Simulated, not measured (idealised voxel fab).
You're looking at the process module voxel wiring stack.
It is cross-section cut that appears here, measuring 215 nm in width, its square cells being 5 nm in size.
A cross-section in this document is a grid of square cells, and it is written down as bands, the top band listed before the ones below it; a band is made up of one or more rows of cells.
Heights first: top, then bottom, in nm. Then materials, left to right, each with a width in nm. "edge to edge" on a single material: fills the band edge to edge. "air": empty space.
It should be noted that heights are counted from 0, beneath which the wafer as supplied is of one material throughout, and that the lowest band possesses no lower boundary but continues downward, as written in "top 0, no bottom".
Width: "30 to 40" (first number = top row, second number = bottom row, same change from row to row of cells).
Key: "no modification" - step with no changed cell in the cross-section.
"Sealed void inventory": sealed empty spaces, 8 cells or more, no open way to top, listed width x height at distance, with distance from the left edge and width, height and distance in nm.
Heads up: the bit after the settings on a step's line is the simulator's remark on that step.
overlay nm: right-of-plan distance of the mask on a masked step; negative values mean left-of-plan.

### Process steps - plan
1) RECEIVE, material Si
2) CONFORMAL_DEP, material SiO2, thk nm 15
3) DIRECTIONAL_DEP, material TiN, thk nm 5
4) DIRECTIONAL_DEP, material Ru, thk nm 20
5) DIRECTIONAL_DEP, material aC, thk nm 10
6) PATTERN, tone cover, mask id METAL_1, material resist, width nm 25, pitch nm 50, thk nm 30, overlay nm 0
7) DIRECTIONAL_ETCH, etch materials aC, depth nm 10
8) STRIP, etch materials resist
9) DIRECTIONAL_ETCH, etch materials Ru, depth nm 20
10) DIRECTIONAL_ETCH, etch materials TiN, depth nm 5
11) STRIP, etch materials aC
12) FILL_DEP, material SiO2, thk nm 10
13) CMP, height nm 40
14) CONFORMAL_DEP, material SiCN, thk nm 5
15) DIRECTIONAL_DEP, material SiO2, thk nm 20
16) MASKED_ETCH, tone open, mask id PLUG_1, width nm 15, pitch nm 50, etch materials SiO2, depth nm 20, overlay nm 0
17) MASKED_ETCH, tone open, mask id PLUG_1, width nm 15, pitch nm 50, etch materials SiCN, depth nm 5, overlay nm 0
18) EPI, material Ru, thk nm 10
19) EPI, material Ru, thk nm 10
20) EPI, material Ru, thk nm 5
21) DIRECTIONAL_DEP, material TiN, thk nm 5
22) DIRECTIONAL_DEP, material Ru, thk nm 15
23) DIRECTIONAL_DEP, material aC, thk nm 10
24) PATTERN, tone cover, mask id METAL_2, material resist, width nm 25, pitch nm 50, thk nm 30, overlay nm 0
25) DIRECTIONAL_ETCH, etch materials aC, depth nm 10
26) STRIP, etch materials resist
27) DIRECTIONAL_ETCH, etch materials Ru, depth nm 15
28) DIRECTIONAL_ETCH, etch materials TiN, depth nm 5
29) STRIP, etch materials aC
30) FILL_DEP, material SiO2, thk nm 5
31) CMP, height nm 85
32) CONFORMAL_DEP, material SiCN, thk nm 5
33) DIRECTIONAL_DEP, material lowk, thk nm 10
34) MASKED_ETCH, tone open, mask id PLUG_2, width nm 15, pitch nm 50, etch materials lowk, depth nm 10, overlay nm 0
35) MASKED_ETCH, tone open, mask id PLUG_2, width nm 15, pitch nm 50, etch materials SiCN, depth nm 5, overlay nm 0
36) CONFORMAL_DEP, material TiN, thk nm 5
37) FILL_DEP, material W, thk nm 5
38) CMP, height nm 100
39) CONFORMAL_DEP, material SiN, thk nm 5
40) DIRECTIONAL_DEP, material SiO2, thk nm 25
41) PATTERN, tone open, mask id METAL_3, material resist, width nm 25, pitch nm 50, thk nm 20, overlay nm 0
42) DIRECTIONAL_ETCH, etch materials SiO2, depth nm 25
43) DIRECTIONAL_ETCH, etch materials SiN, depth nm 5
44) STRIP, etch materials resist
45) CONFORMAL_DEP, material TiN, thk nm 5
46) FILL_DEP, material Cu, thk nm 5
47) CMP, height nm 130
48) CONFORMAL_DEP, material SiCN, thk nm 5
49) DIRECTIONAL_DEP, material SiO2, thk nm 20
50) MASKED_ETCH, tone open, mask id PLUG_3, width nm 15, etch materials SiO2, depth nm 20, overlay nm 0
51) MASKED_ETCH, tone open, mask id PLUG_3, width nm 15, etch materials SiCN, depth nm 5, overlay nm 0
52) EPI, material Ru, thk nm 10
53) EPI, material Ru, thk nm 10
54) EPI, material Ru, thk nm 5
55) CONFORMAL_DEP, material SiCN, thk nm 5
56) DIRECTIONAL_DEP, material lowk, thk nm 25
57) MASKED_ETCH, tone open, mask id METAL_4, width nm 25, pitch nm 50, etch materials lowk, depth nm 25, overlay nm 0
58) MASKED_ETCH, tone open, mask id METAL_4, width nm 25, pitch nm 50, etch materials SiCN, depth nm 5, overlay nm 0
59) CONFORMAL_DEP, material TiN, thk nm 5
60) FILL_DEP, material Cu, thk nm 10
61) CMP, height nm 185
62) CONFORMAL_DEP, material SiN, thk nm 5

### The cross-section here shows the wafer as received, i.e. in its state after step 1
* top 0, no bottom | Si edge to edge
* Sealed void inventory: none

### Post-module cross-section: identical start and plan to those above, one misstep in execution
* top 190, bottom 185 | SiN edge to edge
* top 185, bottom 160 | lowk (70) / TiN (5) / Cu (15) / TiN (5) / lowk (25) / TiN (5) / Cu (15) / TiN (5) / lowk (70)
* top 160, bottom 155 | SiCN (70) / TiN (25) / SiCN (25) / TiN (25) / SiCN (70)
* top 155, bottom 135 | SiO2 (70) / Ru (15) / SiO2 (130)
* top 135, bottom 130 | SiCN (70) / Ru (15) / SiCN (130)
* top 130, bottom 105 | SiO2 (70) / TiN (5) / Cu (15) / TiN (5) / SiO2 (25) / TiN (5) / Cu (15) / TiN (5) / SiO2 (70)
* top 105, bottom 100 | SiN (70) / TiN (25) / SiN (25) / TiN (25) / SiN (70)
* top 100, bottom 90 | lowk (70) / TiN (5) / W (5) / TiN (5) / lowk (35) / TiN (5) / W (5) / TiN (5) / lowk (80)
* top 90, bottom 85 | SiCN (70) / TiN (15) / SiCN (35) / TiN (15) / SiCN (80)
* top 85, bottom 80 | SiO2 (70) / Ru (25) / SiO2 (25) / Ru (25) / SiO2 (70)
* top 80, bottom 75 | SiO2 (70) / TiN (25) / SiO2 (25) / TiN (25) / SiO2 (70)
* top 75, bottom 65 | SiO2 (60) / Ru (35) / SiO2 (15) / Ru (35) / SiO2 (70)
* top 65, bottom 45 | SiO2 (70) / Ru (15) / SiO2 (35) / Ru (15) / SiO2 (80)
* top 45, bottom 40 | SiCN (70) / Ru (15) / SiCN (35) / Ru (15) / SiCN (80)
* top 40, bottom 20 | SiO2 (70) / Ru (25) / SiO2 (25) / Ru (25) / SiO2 (70)
* top 20, bottom 15 | SiO2 (70) / TiN (25) / SiO2 (25) / TiN (25) / SiO2 (70)
* top 15, bottom 0 | SiO2 edge to edge
* top 0, no bottom | Si edge to edge
* Sealed void inventory: none
Deviation noted in wafer processing: one of 18 and 19 ran twice, no way to know which since they are all identical
